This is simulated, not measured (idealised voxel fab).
The following process module bears the name voxel released beams.
The figure presents cross-section cut, which has a width of 165 nm and is divided into square cells with an edge length of 5 nm.
The cross-sections in this document take the form of a grid made of square cells. They are written out as bands, in order from top to bottom. Each band consists of one or more rows of cells. Band entry format. Leading values: height of top, height of bottom, nm. Remainder: materials in left-to-right order, each with its width in nm. Special words: "throughout" on a single material, which then fills the band edge to edge; "blank", empty space. The reference from which all heights are counted is 0, the level beneath which the as-received wafer is entirely one material; the lowest band, having no lower bound, proceeds downward and is written after the example "0 -> down". With a width like "30 to 40", each row of cells in the band differs from the next by the same amount, the top row carrying the first number and the bottom row the second. Step note "remains unaltered" = no cross-section cell changed. Entry "Enclosed cavities". Content: empty spaces with no open connection to the top, size 8 cells or greater. Each: width x height at distance. Distance: from left edge. Unit: nm. Text after the settings on a step's line: the simulator's own remark on that step. You can add "overlay nm" to a step's line. For a step with a mask, it describes how far the mask lay to the right of its planned position, and a negative number describes a lay to the left.
The following list gives the planned process steps
1,RECEIVE [material Si]
2,CONFORMAL_DEP [material Al2O3] [thk nm 10]
3,DIRECTIONAL_DEP [material SiO2] [thk nm 15]
4,PATTERN [tone open] [mask id ANCHOR] [material resist] [width nm 30] [thk nm 15] [overlay nm 0]
5,DIRECTIONAL_ETCH [etch materials SiO2] [depth nm 15]
6,STRIP [etch materials resist]
7,CONFORMAL_DEP [material W] [thk nm 10]
8,PATTERN [tone cover] [mask id BEAM] [material resist] [width nm 110] [thk nm 20] [overlay nm 0]
9,DIRECTIONAL_ETCH [etch materials W] [depth nm 10]
10,STRIP [etch materials resist]
11,STRIP [etch materials SiO2]
On the first of the two wafers: run conducted according to plan
Wafer as received: cross-section following step 1
    0 -> down = Si throughout
    Enclosed cavities: none
Cross-section: wafer state after step 2
    10 -> 0 = Al2O3 throughout
    below 0: unchanged
Cross-section: wafer state after step 3
    25 -> 10 = SiO2 throughout
    below 10: unchanged
Cross-section: wafer state after step 4
    40 -> 25 = 30 nm resist, 30 nm blank, 105 nm resist
    below 25: unchanged
Cross-section: wafer state after step 5
    40 -> 25 = 30 nm resist, 30 nm blank, 105 nm resist
    25 -> 10 = 30 nm SiO2, 30 nm blank, 105 nm SiO2
    below 10: unchanged
Cross-section: wafer state after step 6
    25 -> 10 = 30 nm SiO2, 30 nm blank, 105 nm SiO2
    below 10: unchanged
Cross-section: wafer state after step 7
    35 -> 25 = 40 nm W, 10 nm blank, 115 nm W
    25 -> 20 = 30 nm SiO2, 10 nm W, 10 nm blank, 10 nm W, 105 nm SiO2
    20 -> 10 = 30 nm SiO2, 30 nm W, 105 nm SiO2
    below 10: unchanged
Cross-section: wafer state after step 8
    55 -> 35 = 25 nm blank, 110 nm resist, 30 nm blank
    35 -> 25 = 40 nm W, 10 nm resist, 115 nm W
    25 -> 20 = 30 nm SiO2, 10 nm W, 10 nm resist, 10 nm W, 105 nm SiO2
    below 20: unchanged
Cross-section: wafer state after step 9
    55 -> 35 = 25 nm blank, 110 nm resist, 30 nm blank
    35 -> 25 = 25 nm blank, 15 nm W, 10 nm resist, 85 nm W, 30 nm blank
    below 25: unchanged
Cross-section: wafer state after step 10
    35 -> 25 = 25 nm blank, 15 nm W, 10 nm blank, 85 nm W, 30 nm blank
    25 -> 20 = 30 nm SiO2, 10 nm W, 10 nm blank, 10 nm W, 105 nm SiO2
    below 20: unchanged
Cross-section: wafer state after step 11
    35 -> 25 = 25 nm blank, 15 nm W, 10 nm blank, 85 nm W, 30 nm blank
    25 -> 20 = 30 nm blank, 10 nm W, 10 nm blank, 10 nm W, 105 nm blank
    20 -> 10 = 30 nm blank, 30 nm W, 105 nm blank
    below 10: unchanged
The remaining wafer, second of the two, started like the first and was run to the same plan, except that one mistake was made along the way; the two coincide through step 1, inclusive
At the planned end of step 2, the second wafer in cross-section
    15 -> 0 = SiO2 throughout
    below 0: unchanged
At the planned end of step 3, the second wafer in cross-section
    25 -> 15 = Al2O3 throughout
    below 15: unchanged
At the planned end of step 4, the second wafer in cross-section
    40 -> 25 = 30 nm resist, 30 nm blank, 105 nm resist
    below 25: unchanged
At the planned end of step 5, the second wafer in cross-section: remains unaltered
At the planned end of step 6, the second wafer in cross-section
    25 -> 15 = Al2O3 throughout
    below 15: unchanged
At the planned end of step 7, the second wafer in cross-section
    35 -> 25 = W throughout
    below 25: unchanged
At the planned end of step 8, the second wafer in cross-section
    55 -> 35 = 25 nm blank, 110 nm resist, 30 nm blank
    below 35: unchanged
At the planned end of step 9, the second wafer in cross-section
    55 -> 35 = 25 nm blank, 110 nm resist, 30 nm blank
    35 -> 25 = 25 nm blank, 110 nm W, 30 nm blank
    below 25: unchanged
At the planned end of step 10, the second wafer in cross-section
    35 -> 25 = 25 nm blank, 110 nm W, 30 nm blank
    below 25: unchanged
At the planned end of step 11, the second wafer in cross-section: remains unaltered
So what did we get wrong on this run? order of steps 2 and 3 inverted relative to the plan
In the final state, the cell counts of the second wafer exceed or fall short of those of the first for the following materials: 99 more of SiO2; 12 fewer of W
